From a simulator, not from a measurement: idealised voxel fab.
voxel capacitor over wiring: a process module
The cross-section on display is named cut; it measures 245 nm wide, and its cells are 5 nm squares.
Cross-section spec: square-cell grid; bands listed top down; each band is one or more rows. The band entry comprises the height of the band's top followed by the height of its bottom, expressed in nm, and subsequently the band's materials from left to right, each stated together with its width in nm. Where a single material is marked with the word "full width", that material fills the band from edge to edge. The word "air" represents empty space. Note: height 0 marks the level under which the wafer is uniformly one material as received. Lowest band unbounded below, written "top 0, no bottom". You'd read "30..40" like this: the band's top row of cells is as wide as the first number, its bottom row is as wide as the second, and going down, every row changes width by the same amount as the row before did. Basically "remained the same" means that step didn't change any cell in the cross-section. Entry "Unvented cavities". Content: empty spaces with no open connection to the top, size 8 cells or greater. Each: width x height at distance. Distance: from left edge. Unit: nm. Anything after a step's settings on that line? It's the simulator's own note about the step. overlay nm: on a step with a mask, how far right of its planned place the mask lay; negative means left.
**This section lists the process steps that were planned**
| 1 | RECEIVE (material Si) |
| 2 | CONFORMAL_DEP (material SiO2; thk nm 10) |
| 3 | CONFORMAL_DEP (material SiN; thk nm 5) |
| 4 | DIRECTIONAL_DEP (material SiO2; thk nm 15) |
| 5 | DIRECTIONAL_DEP (material aC; thk nm 15) |
| 6 | PATTERN (tone open; mask id METAL_1; material resist; width nm 25; pitch nm 75; thk nm 30; overlay nm 0) |
| 7 | DIRECTIONAL_ETCH (etch materials aC; depth nm 15) |
| 8 | STRIP (etch materials resist) |
| 9 | DIRECTIONAL_ETCH (etch materials SiO2; depth nm 15) |
| 10 | DIRECTIONAL_ETCH (etch materials SiN; depth nm 5) |
| 11 | STRIP (etch materials aC) |
| 12 | CONFORMAL_DEP (material TiN; thk nm 5) |
| 13 | FILL_DEP (material Cu; thk nm 5) |
| 14 | CMP (height nm 30) |
| 15 | CONFORMAL_DEP (material SiCN; thk nm 5) |
| 16 | DIRECTIONAL_DEP (material lowk; thk nm 15) |
| 17 | PATTERN (tone open; mask id PLUG_1; material resist; width nm 15; thk nm 20; overlay nm 0) |
| 18 | DIRECTIONAL_ETCH (etch materials lowk; depth nm 15) |
| 19 | DIRECTIONAL_ETCH (etch materials SiCN; depth nm 5) |
| 20 | STRIP (etch materials resist) |
| 21 | CONFORMAL_DEP (material TiN; thk nm 5) |
| 22 | FILL_DEP (material Ru; thk nm 10) |
| 23 | CMP (height nm 50) |
| 24 | DIRECTIONAL_DEP (material TiN; thk nm 10) |
| 25 | DIRECTIONAL_DEP (material HfO2; thk nm 5) |
| 26 | DIRECTIONAL_DEP (material TiN; thk nm 10) |
| 27 | MASKED_ETCH (tone cover; mask id UPPER_PLATE; width nm 55; etch materials TiN; depth nm 10; overlay nm 0) |
| 28 | MASKED_ETCH (tone cover; mask id UPPER_PLATE; width nm 55; etch materials HfO2; depth nm 5; overlay nm 0) |
| 29 | PATTERN (tone cover; mask id LOWER_PLATE; material resist; width nm 65; thk nm 20; overlay nm 0) |
| 30 | DIRECTIONAL_ETCH (etch materials TiN; depth nm 10) |
| 31 | STRIP (etch materials resist) |
| 32 | FILL_DEP (material SiO2; thk nm 15) |
| 33 | CMP (height nm 85) |
| 34 | DIRECTIONAL_DEP (material aC; thk nm 10) |
| 35 | PATTERN (tone open; mask id PLUG_2; material resist; width nm 15; thk nm 30; overlay nm 0) |
| 36 | DIRECTIONAL_ETCH (etch materials aC; depth nm 10) |
| 37 | STRIP (etch materials resist) |
| 38 | DIRECTIONAL_ETCH (etch materials SiO2; depth nm 10) |
| 39 | STRIP (etch materials aC) |
| 40 | CONFORMAL_DEP (material TiN; thk nm 5) |
| 41 | FILL_DEP (material Ru; thk nm 10) |
| 42 | CMP (height nm 85) |
| 43 | CONFORMAL_DEP (material SiN; thk nm 5) |
**The cross-section here shows the wafer as received, i.e. in its state after step 1**
top 0, no bottom  Si full width
Unvented cavities: none
**Sectioned view, first of two wafers, at the close of the module, processed as intended in the plan**
top 90, bottom 85  SiN full width
top 85, bottom 80  90 SiO2; 5 TiN; 5 Ru; 5 TiN; 140 SiO2
top 80, bottom 75  90 SiO2; 15 TiN; 140 SiO2
top 75, bottom 65  80 SiO2; 55 TiN; 110 SiO2
top 65, bottom 60  80 SiO2; 55 HfO2; 110 SiO2
top 60, bottom 50  75 SiO2; 65 TiN; 105 SiO2
top 50, bottom 35  80 lowk; 5 TiN; 5 Ru; 5 TiN; 150 lowk
top 35, bottom 30  80 SiCN; 15 TiN; 150 SiCN
top 30, bottom 15  70 SiO2; 5 TiN; 15 Cu; 5 TiN; 50 SiO2; 5 TiN; 15 Cu; 5 TiN; 75 SiO2
top 15, bottom 10  70 SiN; 25 TiN; 50 SiN; 25 TiN; 75 SiN
top 10, bottom 0  SiO2 full width
top 0, no bottom  Si full width
Unvented cavities: none
**This is the second of the two wafers, cross-sectioned at the end of the module; it started exactly like the first and was given the same plan, but it was run with one mistake**
top 90, bottom 85  SiN full width
top 85, bottom 80  90 SiO2; 5 TiN; 5 Ru; 5 TiN; 140 SiO2
top 80, bottom 75  90 SiO2; 15 TiN; 140 SiO2
top 75, bottom 65  80 SiO2; 55 TiN; 110 SiO2
top 65, bottom 60  80 SiO2; 55 HfO2; 110 SiO2
top 60, bottom 50  70 SiO2; 65 TiN; 110 SiO2
top 50, bottom 35  80 lowk; 5 TiN; 5 Ru; 5 TiN; 150 lowk
top 35, bottom 30  80 SiCN; 15 TiN; 150 SiCN
top 30, bottom 15  70 SiO2; 5 TiN; 15 Cu; 5 TiN; 50 SiO2; 5 TiN; 15 Cu; 5 TiN; 75 SiO2
top 15, bottom 10  70 SiN; 25 TiN; 50 SiN; 25 TiN; 75 SiN
top 10, bottom 0  SiO2 full width
top 0, no bottom  Si full width
Unvented cavities: none
What was the processing mistake? so step 29 ended up running with a different setting than we planned, it ran as PATTERN (tone cover; mask id LOWER_PLATE; material resist; width nm 65; thk nm 20; overlay nm -5)
Final state: per-material cell counts identical on both wafers; locations differ.
